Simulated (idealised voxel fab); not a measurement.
process module | voxel lift off
cross-section cut | 265 nm wide | cells 5 nm
A cross-section is a grid of square cells, given in bands from the top down. A band is one or more rows of cells.
Each band's line starts with the height of the band's top and of its bottom, in nm. Then come its materials from left to right, each with its width in nm. One material with "throughout" fills the band from edge to edge. "air" is empty space.
Height 0 is the level under which the wafer as received is all one material. The lowest band goes on downwards, as in "0 down".
A width such as "30 to 40" changes by the same amount from each row of cells to the next, from the band's top row to its bottom row.
"no change" after a step means that no cell of the cross-section changed.
closed voids: empty space of 8 cells or more with no open way to the top, each as width x height at its distance from the left edge, in nm
after a step's settings: what the simulator itself notes on the step
overlay nm, on a step with a mask: how far to the right of its planned place the mask lay; to the left if negative
plan
1 op RECEIVE | material Si
2 op CONFORMAL_DEP | material SiO2 | thk nm 5
3 op PATTERN | tone open | mask id LINES | material resist | width nm 20 | pitch nm 50 | thk nm 30 | overlay nm 0
4 op DIRECTIONAL_DEP | material Ru | thk nm 15
5 op STRIP | etch materials resist
6 op CONFORMAL_DEP | material SiO2 | thk nm 5
as received, after step 1
  0 down: Si throughout
  closed voids: none
first wafer at the end, as planned
  25 to 20: air 90 | SiO2 30 | air 20 | SiO2 30 | air 95
  20 to 10: air 90 | SiO2 5 | Ru 20 | SiO2 5 | air 20 | SiO2 5 | Ru 20 | SiO2 5 | air 95
  10 to 5: SiO2 95 | Ru 20 | SiO2 30 | Ru 20 | SiO2 100
  5 to 0: SiO2 throughout
  0 down: Si throughout
  closed voids: none
second wafer at the end: like start, like plan, one mistake
  35 to 30: air 90 | SiO2 30 | air 20 | SiO2 30 | air 95
  30 to 10: air 90 | SiO2 5 | Ru 20 | SiO2 5 | air 20 | SiO2 5 | Ru 20 | SiO2 5 | air 95
  10 to 5: SiO2 95 | Ru 20 | SiO2 30 | Ru 20 | SiO2 100
  5 to 0: SiO2 throughout
  0 down: Si throughout
  closed voids: none
what went wrong: step 4 ran as: op DIRECTIONAL_DEP | material Ru | thk nm 25
at the end the second wafer has, in cells: 16 more of Ru | 8 more of SiO2
